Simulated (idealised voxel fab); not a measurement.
Title: Process Module voxel released beams
For reference, the cross-section in this document is cut, with width 170 nm and square cells of 5 nm.
We lay out every cross-section as a grid of square cells and spell it out in bands from the top down, where one band means one or more rows of cells. In this notation a band is specified by the heights of its top and bottom, in that order and in nm, after which its materials appear from left to right, each paired with its width in nm. The word "edge to edge" attached to a single material means that material fills the band from edge to edge; the word "empty" stands for empty space. The reference from which all heights are counted is 0, the level beneath which the as-received wafer is entirely one material; the lowest band, having no lower bound, proceeds downward and is written after the example "0 nm and below". With a width like "30..40", each row of cells in the band differs from the next by the same amount, the top row carrying the first number and the bottom row the second. Take "no change occurred" at face value: in the step it is given for, the cross-section changed in none of its cells. Under "Closed void register" you'll find the enclosed gaps, the ones with no way out to the top, that are 8 cells or bigger; each reads width x height at distance, with distance counted from the left edge, everything in nm. Anything after a step's settings on that line? It's the simulator's own note about the step. "overlay nm" on a masked step: distance the mask lay right of its planned place, negative for left.

Here's what the planned process steps look like
1 RECEIVE [material Si]
2 CONFORMAL_DEP [material Al2O3] [thk nm 5]
3 DIRECTIONAL_DEP [material SiO2] [thk nm 20]
4 PATTERN [tone open] [mask id ANCHOR] [material resist] [width nm 40] [thk nm 20] [overlay nm 0]
5 DIRECTIONAL_ETCH [etch materials SiO2] [depth nm 20]
6 STRIP [etch materials resist]
7 CONFORMAL_DEP [material SiN] [thk nm 15]
8 MASKED_ETCH [tone cover] [mask id BEAM] [width nm 85] [etch materials SiN] [depth nm 15] [overlay nm 0]
9 STRIP [etch materials SiO2]

Concerning the first of two wafers, which was run in accordance with the plan

Wafer as received: cross-section following step 1
- 0 nm and below | Si edge to edge
- Closed void register: none

Wafer after step 2 (cross-section)
- 5 nm to 0 nm | Al2O3 edge to edge
- Everything under 0 stays put, no change at all.

Wafer after step 3 (cross-section)
- 25 nm to 5 nm | SiO2 edge to edge
- Everything under 5 stays put, no change at all.

Wafer after step 4 (cross-section)
- 45 nm to 25 nm | 45 of resist / 40 of empty / 85 of resist
- Everything under 25 stays put, no change at all.

Wafer after step 5 (cross-section)
- 45 nm to 25 nm | 45 of resist / 40 of empty / 85 of resist
- 25 nm to 5 nm | 45 of SiO2 / 40 of empty / 85 of SiO2
- Everything under 5 stays put, no change at all.

Wafer after step 6 (cross-section)
- 25 nm to 5 nm | 45 of SiO2 / 40 of empty / 85 of SiO2
- Everything under 5 stays put, no change at all.

Wafer after step 7 (cross-section)
- 40 nm to 25 nm | 60 of SiN / 10 of empty / 100 of SiN
- 25 nm to 20 nm | 45 of SiO2 / 15 of SiN / 10 of empty / 15 of SiN / 85 of SiO2
- 20 nm to 5 nm | 45 of SiO2 / 40 of SiN / 85 of SiO2
- Everything under 5 stays put, no change at all.

Wafer after step 8 (cross-section)
- 40 nm to 25 nm | 40 of empty / 20 of SiN / 10 of empty / 55 of SiN / 45 of empty
- Everything under 25 stays put, no change at all.

Wafer after step 9 (cross-section)
- 40 nm to 25 nm | 40 of empty / 20 of SiN / 10 of empty / 55 of SiN / 45 of empty
- 25 nm to 20 nm | 45 of empty / 15 of SiN / 10 of empty / 15 of SiN / 85 of empty
- 20 nm to 5 nm | 45 of empty / 40 of SiN / 85 of empty
- Everything under 5 stays put, no change at all.

The remaining wafer, second of the two, started like the first and was run to the same plan, except that one mistake was made along the way; the two coincide through step 7, inclusive

Cross-section of the second wafer corresponding to the planned conclusion of step 8
- 40 nm to 25 nm | 40 of empty / 20 of SiN / 10 of empty / 60 of SiN / 40 of empty
- Everything under 25 stays put, no change at all.

Cross-section of the second wafer corresponding to the planned conclusion of step 9
- 40 nm to 25 nm | 40 of empty / 20 of SiN / 10 of empty / 60 of SiN / 40 of empty
- 25 nm to 20 nm | 45 of empty / 15 of SiN / 10 of empty / 15 of SiN / 85 of empty
- 20 nm to 5 nm | 45 of empty / 40 of SiN / 85 of empty
- Everything under 5 stays put, no change at all.
Error vs. plan: for step 8, the planned setting was not used; the step was instead run as MASKED_ETCH [tone cover] [mask id BEAM] [width nm 90] [etch materials SiN] [depth nm 15] [overlay nm 0]
Looking at both finished wafers in cells, the second ends up ahead of or behind the first on some materials: 3 more of SiN
